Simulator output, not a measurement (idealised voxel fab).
Title: Process Module voxel capacitor over wiring
Section shown: cut. Width: 145 nm. Cell size: 5 nm, square.
This document writes a cross-section as a grid whose cells are square, and gives it as bands, listed from the top down; one or more rows of cells form a band.
It is stipulated that each band's entry specify, in nanometres, the height of the top of the band and then that of its bottom, followed by the materials of the band in left-to-right sequence, each together with its width in nanometres. A single material marked by the word "everywhere" is understood to fill the band from edge to edge; the word "air" is understood to denote empty space.
Height 0 is the level under which the wafer as received is all one material. The lowest band goes on downwards, as in "top 0, no bottom".
A two-number width, for instance "30->40", indicates that the width is equal to the first number in the top row of the band and to the second number in the bottom row, and that it changes by a constant amount per row of cells.
"identical to before" means the step left every cell of the cross-section as it was.
Each empty space that has no open way to the top and spans at least 8 cells appears under "Unvented cavities" as width x height at distance, the distance counted from the left edge, all in nm.
On a step's line, text after the settings is the simulator commenting on that step.
overlay nm: where the mask lay relative to plan, measured to the right, on steps with a mask; negatives go left.
[Intended process steps]
1,RECEIVE: material Si
2,CONFORMAL_DEP: material SiO2, thk nm 15
3,CONFORMAL_DEP: material SiN, thk nm 5
4,DIRECTIONAL_DEP: material SiO2, thk nm 15
5,MASKED_ETCH: tone open, mask id METAL_1, width nm 25, pitch nm 75, etch materials SiO2, depth nm 15, overlay nm 0
6,MASKED_ETCH: tone open, mask id METAL_1, width nm 25, pitch nm 75, etch materials SiN, depth nm 5, overlay nm 0
7,CONFORMAL_DEP: material TiN, thk nm 5
8,FILL_DEP: material Ru, thk nm 10
9,CMP: height nm 35
10,CONFORMAL_DEP: material SiCN, thk nm 5
11,DIRECTIONAL_DEP: material lowk, thk nm 15
12,PATTERN: tone open, mask id PLUG_1, material resist, width nm 15, thk nm 15, overlay nm 0
13,DIRECTIONAL_ETCH: etch materials lowk, depth nm 15
14,DIRECTIONAL_ETCH: etch materials SiCN, depth nm 5
15,STRIP: etch materials resist
16,EPI: material Ru, thk nm 10
17,EPI: material Ru, thk nm 10
18,DIRECTIONAL_DEP: material TiN, thk nm 5
19,DIRECTIONAL_DEP: material HfO2, thk nm 5
20,DIRECTIONAL_DEP: material TiN, thk nm 10
21,DIRECTIONAL_DEP: material aC, thk nm 15
22,PATTERN: tone cover, mask id UPPER_PLATE, material resist, width nm 55, thk nm 30, overlay nm 0
23,DIRECTIONAL_ETCH: etch materials aC, depth nm 15
24,STRIP: etch materials resist
25,DIRECTIONAL_ETCH: etch materials TiN, depth nm 10
26,DIRECTIONAL_ETCH: etch materials HfO2, depth nm 5
27,STRIP: etch materials aC
28,MASKED_ETCH: tone cover, mask id LOWER_PLATE, width nm 65, etch materials TiN, depth nm 5, overlay nm 0
29,FILL_DEP: material SiO2, thk nm 15
30,CMP: height nm 85
31,MASKED_ETCH: tone open, mask id PLUG_2, width nm 15, etch materials SiO2, depth nm 10, overlay nm 0
32,CONFORMAL_DEP: material TiN, thk nm 5
33,FILL_DEP: material W, thk nm 5
34,CMP: height nm 85
35,CONFORMAL_DEP: material SiN, thk nm 5
[The following pertains to the first of two wafers, which was processed as planned]
[Wafer cross-section on receipt, i.e. after step 1]
  top 0, no bottom = Si everywhere
  Unvented cavities: none
[Cross-section of the wafer after step 2]
  top 15, bottom 0 = SiO2 everywhere
  Beneath the level 0, the cross-section is identical to its previous state.
[Cross-section of the wafer after step 3]
  top 20, bottom 15 = SiN everywhere
  Beneath the level 15, the cross-section is identical to its previous state.
[Cross-section of the wafer after step 4]
  top 35, bottom 20 = SiO2 everywhere
  Beneath the level 20, the cross-section is identical to its previous state.
[Cross-section of the wafer after step 5]
  top 35, bottom 20 = SiO2: 20; air: 25; SiO2: 50; air: 25; SiO2: 25
  Beneath the level 20, the cross-section is identical to its previous state.
[Cross-section of the wafer after step 6]
  top 35, bottom 20 = SiO2: 20; air: 25; SiO2: 50; air: 25; SiO2: 25
  top 20, bottom 15 = SiN: 20; air: 25; SiN: 50; air: 25; SiN: 25
  Beneath the level 15, the cross-section is identical to its previous state.
[Cross-section of the wafer after step 7]
  top 40, bottom 35 = TiN: 25; air: 15; TiN: 60; air: 15; TiN: 30
  top 35, bottom 20 = SiO2: 20; TiN: 5; air: 15; TiN: 5; SiO2: 50; TiN: 5; air: 15; TiN: 5; SiO2: 25
  top 20, bottom 15 = SiN: 20; TiN: 25; SiN: 50; TiN: 25; SiN: 25
  Beneath the level 15, the cross-section is identical to its previous state.
[Cross-section of the wafer after step 8]
  top 50, bottom 40 = Ru everywhere
  top 40, bottom 35 = TiN: 25; Ru: 15; TiN: 60; Ru: 15; TiN: 30
  top 35, bottom 20 = SiO2: 20; TiN: 5; Ru: 15; TiN: 5; SiO2: 50; TiN: 5; Ru: 15; TiN: 5; SiO2: 25
  Beneath the level 20, the cross-section is identical to its previous state.
[Cross-section of the wafer after step 9]
  top 35, bottom 20 = SiO2: 20; TiN: 5; Ru: 15; TiN: 5; SiO2: 50; TiN: 5; Ru: 15; TiN: 5; SiO2: 25
  Beneath the level 20, the cross-section is identical to its previous state.
[Cross-section of the wafer after step 10]
  top 40, bottom 35 = SiCN everywhere
  Beneath the level 35, the cross-section is identical to its previous state.
[Cross-section of the wafer after step 11]
  top 55, bottom 40 = lowk everywhere
  Beneath the level 40, the cross-section is identical to its previous state.
[Cross-section of the wafer after step 12]
  top 70, bottom 55 = resist: 30; air: 15; resist: 100
  Beneath the level 55, the cross-section is identical to its previous state.
[Cross-section of the wafer after step 13]
  top 70, bottom 55 = resist: 30; air: 15; resist: 100
  top 55, bottom 40 = lowk: 30; air: 15; lowk: 100
  Beneath the level 40, the cross-section is identical to its previous state.
[Cross-section of the wafer after step 14]
  top 70, bottom 55 = resist: 30; air: 15; resist: 100
  top 55, bottom 40 = lowk: 30; air: 15; lowk: 100
  top 40, bottom 35 = SiCN: 30; air: 15; SiCN: 100
  Beneath the level 35, the cross-section is identical to its previous state.
[Cross-section of the wafer after step 15]
  top 55, bottom 40 = lowk: 30; air: 15; lowk: 100
  Beneath the level 40, the cross-section is identical to its previous state.
[Cross-section of the wafer after step 16]
  top 55, bottom 45 = lowk: 30; air: 15; lowk: 100
  top 45, bottom 40 = lowk: 30; Ru: 15; lowk: 100
  top 40, bottom 35 = SiCN: 30; Ru: 15; SiCN: 100
  Beneath the level 35, the cross-section is identical to its previous state.
[Cross-section of the wafer after step 17]
  top 55, bottom 40 = lowk: 30; Ru: 15; lowk: 100
  Beneath the level 40, the cross-section is identical to its previous state.
[Cross-section of the wafer after step 18]
  top 60, bottom 55 = TiN everywhere
  Beneath the level 55, the cross-section is identical to its previous state.
[Cross-section of the wafer after step 19]
  top 65, bottom 60 = HfO2 everywhere
  Beneath the level 60, the cross-section is identical to its previous state.
[Cross-section of the wafer after step 20]
  top 75, bottom 65 = TiN everywhere
  Beneath the level 65, the cross-section is identical to its previous state.
[Cross-section of the wafer after step 21]
  top 90, bottom 75 = aC everywhere
  Beneath the level 75, the cross-section is identical to its previous state.
[Cross-section of the wafer after step 22]
  top 120, bottom 90 = air: 30; resist: 55; air: 60
  Beneath the level 90, the cross-section is identical to its previous state.
[Cross-section of the wafer after step 23]
  top 105, bottom 90 = air: 30; resist: 55; air: 60
  top 90, bottom 75 = air: 30; aC: 55; air: 60
  Beneath the level 75, the cross-section is identical to its previous state.
[Cross-section of the wafer after step 24]
  top 90, bottom 75 = air: 30; aC: 55; air: 60
  Beneath the level 75, the cross-section is identical to its previous state.
[Cross-section of the wafer after step 25]
  top 90, bottom 75 = air: 30; aC: 55; air: 60
  top 75, bottom 65 = air: 30; TiN: 55; air: 60
  Beneath the level 65, the cross-section is identical to its previous state.
[Cross-section of the wafer after step 26]
  top 90, bottom 75 = air: 30; aC: 55; air: 60
  top 75, bottom 65 = air: 30; TiN: 55; air: 60
  top 65, bottom 60 = air: 30; HfO2: 55; air: 60
  Beneath the level 60, the cross-section is identical to its previous state.
[Cross-section of the wafer after step 27]
  top 75, bottom 65 = air: 30; TiN: 55; air: 60
  Beneath the level 65, the cross-section is identical to its previous state.
[Cross-section of the wafer after step 28]
  top 75, bottom 65 = air: 30; TiN: 55; air: 60
  top 65, bottom 60 = air: 30; HfO2: 55; air: 60
  top 60, bottom 55 = air: 25; TiN: 65; air: 55
  Beneath the level 55, the cross-section is identical to its previous state.
[Cross-section of the wafer after step 29]
  top 90, bottom 75 = SiO2 everywhere
  top 75, bottom 65 = SiO2: 30; TiN: 55; SiO2: 60
  top 65, bottom 60 = SiO2: 30; HfO2: 55; SiO2: 60
  top 60, bottom 55 = SiO2: 25; TiN: 65; SiO2: 55
  Beneath the level 55, the cross-section is identical to its previous state.
[Cross-section of the wafer after step 30]
  top 85, bottom 75 = SiO2 everywhere
  Beneath the level 75, the cross-section is identical to its previous state.
[Cross-section of the wafer after step 31]
  top 85, bottom 75 = SiO2: 40; air: 15; SiO2: 90
  Beneath the level 75, the cross-section is identical to its previous state.
[Cross-section of the wafer after step 32]
  top 90, bottom 85 = TiN: 45; air: 5; TiN: 95
  top 85, bottom 80 = SiO2: 40; TiN: 5; air: 5; TiN: 5; SiO2: 90
  top 80, bottom 75 = SiO2: 40; TiN: 15; SiO2: 90
  Beneath the level 75, the cross-section is identical to its previous state.
[Cross-section of the wafer after step 33]
  top 95, bottom 90 = W everywhere
  top 90, bottom 85 = TiN: 45; W: 5; TiN: 95
  top 85, bottom 80 = SiO2: 40; TiN: 5; W: 5; TiN: 5; SiO2: 90
  Beneath the level 80, the cross-section is identical to its previous state.
[Cross-section of the wafer after step 34]
  top 85, bottom 80 = SiO2: 40; TiN: 5; W: 5; TiN: 5; SiO2: 90
  Beneath the level 80, the cross-section is identical to its previous state.
[Cross-section of the wafer after step 35]
  top 90, bottom 85 = SiN everywhere
  Beneath the level 85, the cross-section is identical to its previous state.
[Regarding the second of the two wafers: it shared the first wafer's starting condition and process plan, yet one error occurred during its execution. Its history coincides with that of the first wafer up to and including step 5]
[Second wafer, cross-section, planned end of step 6]
  top 35, bottom 20 = SiO2: 20; air: 25; SiO2: 50; air: 25; SiO2: 25
  top 20, bottom 15 = SiN: 20; air: 20; SiN: 55; air: 20; SiN: 30
  Beneath the level 15, the cross-section is identical to its previous state.
[Second wafer, cross-section, planned end of step 7]
  top 40, bottom 35 = TiN: 25; air: 15; TiN: 60; air: 15; TiN: 30
  top 35, bottom 25 = SiO2: 20; TiN: 5; air: 15; TiN: 5; SiO2: 50; TiN: 5; air: 15; TiN: 5; SiO2: 25
  top 25, bottom 20 = SiO2: 20; TiN: 5; air: 10; TiN: 10; SiO2: 50; TiN: 5; air: 10; TiN: 10; SiO2: 25
  top 20, bottom 15 = SiN: 20; TiN: 20; SiN: 55; TiN: 20; SiN: 30
  Beneath the level 15, the cross-section is identical to its previous state.
[Second wafer, cross-section, planned end of step 8]
  top 50, bottom 40 = Ru everywhere
  top 40, bottom 35 = TiN: 25; Ru: 15; TiN: 60; Ru: 15; TiN: 30
  top 35, bottom 25 = SiO2: 20; TiN: 5; Ru: 15; TiN: 5; SiO2: 50; TiN: 5; Ru: 15; TiN: 5; SiO2: 25
  top 25, bottom 20 = SiO2: 20; TiN: 5; Ru: 10; TiN: 10; SiO2: 50; TiN: 5; Ru: 10; TiN: 10; SiO2: 25
  Beneath the level 20, the cross-section is identical to its previous state.
[Second wafer, cross-section, planned end of step 9]
  top 35, bottom 25 = SiO2: 20; TiN: 5; Ru: 15; TiN: 5; SiO2: 50; TiN: 5; Ru: 15; TiN: 5; SiO2: 25
  Beneath the level 25, the cross-section is identical to its previous state.
[Second wafer, cross-section, planned end of step 10]
  top 40, bottom 35 = SiCN everywhere
  Beneath the level 35, the cross-section is identical to its previous state.
[Second wafer, cross-section, planned end of step 11]
  top 55, bottom 40 = lowk everywhere
  Beneath the level 40, the cross-section is identical to its previous state.
[Second wafer, cross-section, planned end of step 12]
  top 70, bottom 55 = resist: 30; air: 15; resist: 100
  Beneath the level 55, the cross-section is identical to its previous state.
[Second wafer, cross-section, planned end of step 13]
  top 70, bottom 55 = resist: 30; air: 15; resist: 100
  top 55, bottom 40 = lowk: 30; air: 15; lowk: 100
  Beneath the level 40, the cross-section is identical to its previous state.
[Second wafer, cross-section, planned end of step 14]
  top 70, bottom 55 = resist: 30; air: 15; resist: 100
  top 55, bottom 40 = lowk: 30; air: 15; lowk: 100
  top 40, bottom 35 = SiCN: 30; air: 15; SiCN: 100
  Beneath the level 35, the cross-section is identical to its previous state.
[Second wafer, cross-section, planned end of step 15]
  top 55, bottom 40 = lowk: 30; air: 15; lowk: 100
  Beneath the level 40, the cross-section is identical to its previous state.
[Second wafer, cross-section, planned end of step 16]
  top 55, bottom 45 = lowk: 30; air: 15; lowk: 100
  top 45, bottom 40 = lowk: 30; Ru: 15; lowk: 100
  top 40, bottom 35 = SiCN: 30; Ru: 15; SiCN: 100
  Beneath the level 35, the cross-section is identical to its previous state.
[Second wafer, cross-section, planned end of step 17]
  top 55, bottom 40 = lowk: 30; Ru: 15; lowk: 100
  Beneath the level 40, the cross-section is identical to its previous state.
[Second wafer, cross-section, planned end of step 18]
  top 60, bottom 55 = TiN everywhere
  Beneath the level 55, the cross-section is identical to its previous state.
[Second wafer, cross-section, planned end of step 19]
  top 65, bottom 60 = HfO2 everywhere
  Beneath the level 60, the cross-section is identical to its previous state.
[Second wafer, cross-section, planned end of step 20]
  top 75, bottom 65 = TiN everywhere
  Beneath the level 65, the cross-section is identical to its previous state.
[Second wafer, cross-section, planned end of step 21]
  top 90, bottom 75 = aC everywhere
  Beneath the level 75, the cross-section is identical to its previous state.
[Second wafer, cross-section, planned end of step 22]
  top 120, bottom 90 = air: 30; resist: 55; air: 60
  Beneath the level 90, the cross-section is identical to its previous state.
[Second wafer, cross-section, planned end of step 23]
  top 105, bottom 90 = air: 30; resist: 55; air: 60
  top 90, bottom 75 = air: 30; aC: 55; air: 60
  Beneath the level 75, the cross-section is identical to its previous state.
[Second wafer, cross-section, planned end of step 24]
  top 90, bottom 75 = air: 30; aC: 55; air: 60
  Beneath the level 75, the cross-section is identical to its previous state.
[Second wafer, cross-section, planned end of step 25]
  top 90, bottom 75 = air: 30; aC: 55; air: 60
  top 75, bottom 65 = air: 30; TiN: 55; air: 60
  Beneath the level 65, the cross-section is identical to its previous state.
[Second wafer, cross-section, planned end of step 26]
  top 90, bottom 75 = air: 30; aC: 55; air: 60
  top 75, bottom 65 = air: 30; TiN: 55; air: 60
  top 65, bottom 60 = air: 30; HfO2: 55; air: 60
  Beneath the level 60, the cross-section is identical to its previous state.
[Second wafer, cross-section, planned end of step 27]
  top 75, bottom 65 = air: 30; TiN: 55; air: 60
  Beneath the level 65, the cross-section is identical to its previous state.
[Second wafer, cross-section, planned end of step 28]
  top 75, bottom 65 = air: 30; TiN: 55; air: 60
  top 65, bottom 60 = air: 30; HfO2: 55; air: 60
  top 60, bottom 55 = air: 25; TiN: 65; air: 55
  Beneath the level 55, the cross-section is identical to its previous state.
[Second wafer, cross-section, planned end of step 29]
  top 90, bottom 75 = SiO2 everywhere
  top 75, bottom 65 = SiO2: 30; TiN: 55; SiO2: 60
  top 65, bottom 60 = SiO2: 30; HfO2: 55; SiO2: 60
  top 60, bottom 55 = SiO2: 25; TiN: 65; SiO2: 55
  Beneath the level 55, the cross-section is identical to its previous state.
[Second wafer, cross-section, planned end of step 30]
  top 85, bottom 75 = SiO2 everywhere
  Beneath the level 75, the cross-section is identical to its previous state.
[Second wafer, cross-section, planned end of step 31]
  top 85, bottom 75 = SiO2: 40; air: 15; SiO2: 90
  Beneath the level 75, the cross-section is identical to its previous state.
[Second wafer, cross-section, planned end of step 32]
  top 90, bottom 85 = TiN: 45; air: 5; TiN: 95
  top 85, bottom 80 = SiO2: 40; TiN: 5; air: 5; TiN: 5; SiO2: 90
  top 80, bottom 75 = SiO2: 40; TiN: 15; SiO2: 90
  Beneath the level 75, the cross-section is identical to its previous state.
[Second wafer, cross-section, planned end of step 33]
  top 95, bottom 90 = W everywhere
  top 90, bottom 85 = TiN: 45; W: 5; TiN: 95
  top 85, bottom 80 = SiO2: 40; TiN: 5; W: 5; TiN: 5; SiO2: 90
  Beneath the level 80, the cross-section is identical to its previous state.
[Second wafer, cross-section, planned end of step 34]
  top 85, bottom 80 = SiO2: 40; TiN: 5; W: 5; TiN: 5; SiO2: 90
  Beneath the level 80, the cross-section is identical to its previous state.
[Second wafer, cross-section, planned end of step 35]
  top 90, bottom 85 = SiN everywhere
  Beneath the level 85, the cross-section is identical to its previous state.
So what did we get wrong on this run? step 6 was processed under conditions differing from the plan, specifically as MASKED_ETCH: tone open, mask id METAL_1, width nm 25, pitch nm 75, etch materials SiN, depth nm 5, overlay nm -5
The final cell counts differ between the wafers, with the second having more or fewer of some materials than the first: 2 fewer of Ru; 2 more of SiN
